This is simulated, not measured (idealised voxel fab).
process module | voxel released beams
cross-section cut | 205 nm wide | cells 5 nm
A cross-section is a grid of square cells, given in bands from the top down. A band is one or more rows of cells.
Each band's line starts with the height of the band's top and of its bottom, in nm. Then come its materials from left to right, each with its width in nm. One material with "throughout" fills the band from edge to edge. "air" is empty space.
Height 0 is the level under which the wafer as received is all one material. The lowest band goes on downwards, as in "0 down".
A width such as "30 to 40" changes by the same amount from each row of cells to the next, from the band's top row to its bottom row.
"no change" after a step means that no cell of the cross-section changed.
closed voids: empty space of 8 cells or more with no open way to the top, each as width x height at its distance from the left edge, in nm
after a step's settings: what the simulator itself notes on the step
overlay nm, on a step with a mask: how far to the right of its planned place the mask lay; to the left if negative
plan
1 op RECEIVE | material Si
2 op CONFORMAL_DEP | material Al2O3 | thk nm 10
3 op DIRECTIONAL_DEP | material SiO2 | thk nm 15
4 op DIRECTIONAL_DEP | material aC | thk nm 10
5 op PATTERN | tone open | mask id ANCHOR | material resist | width nm 30 | thk nm 30 | overlay nm 0
6 op DIRECTIONAL_ETCH | etch materials aC | depth nm 10
7 op STRIP | etch materials resist
8 op DIRECTIONAL_ETCH | etch materials SiO2 | depth nm 15
9 op STRIP | etch materials aC
10 op CONFORMAL_DEP | material SiN | thk nm 10
11 op PATTERN | tone cover | mask id BEAM | material resist | width nm 100 | thk nm 20 | overlay nm 0
12 op DIRECTIONAL_ETCH | etch materials SiN | depth nm 10
13 op STRIP | etch materials resist
14 op STRIP | etch materials SiO2
as received, after step 1
  0 down: Si throughout
  closed voids: none
first wafer at the end, as planned
  35 to 25: air 50 | SiN 15 | air 10 | SiN 75 | air 55
  25 to 20: air 55 | SiN 10 | air 10 | SiN 10 | air 120
  20 to 10: air 55 | SiN 30 | air 120
  10 to 0: Al2O3 throughout
  0 down: Si throughout
  closed voids: none
second wafer at the end: like start, like plan, one mistake
  35 to 25: air 50 | SiN 45 | air 110
  25 to 20: air 45 | SiN 10 | SiO2 30 | SiN 10 | air 110
  20 to 10: air 45 | SiN 10 | SiO2 30 | SiN 65 | air 55
  10 to 0: Al2O3 throughout
  0 down: Si throughout
  closed voids: none
what went wrong: step 5 ran as: op PATTERN | tone cover | mask id ANCHOR | material resist | width nm 30 | thk nm 30 | overlay nm 0
at the end the second wafer has, in cells: 18 more of SiO2
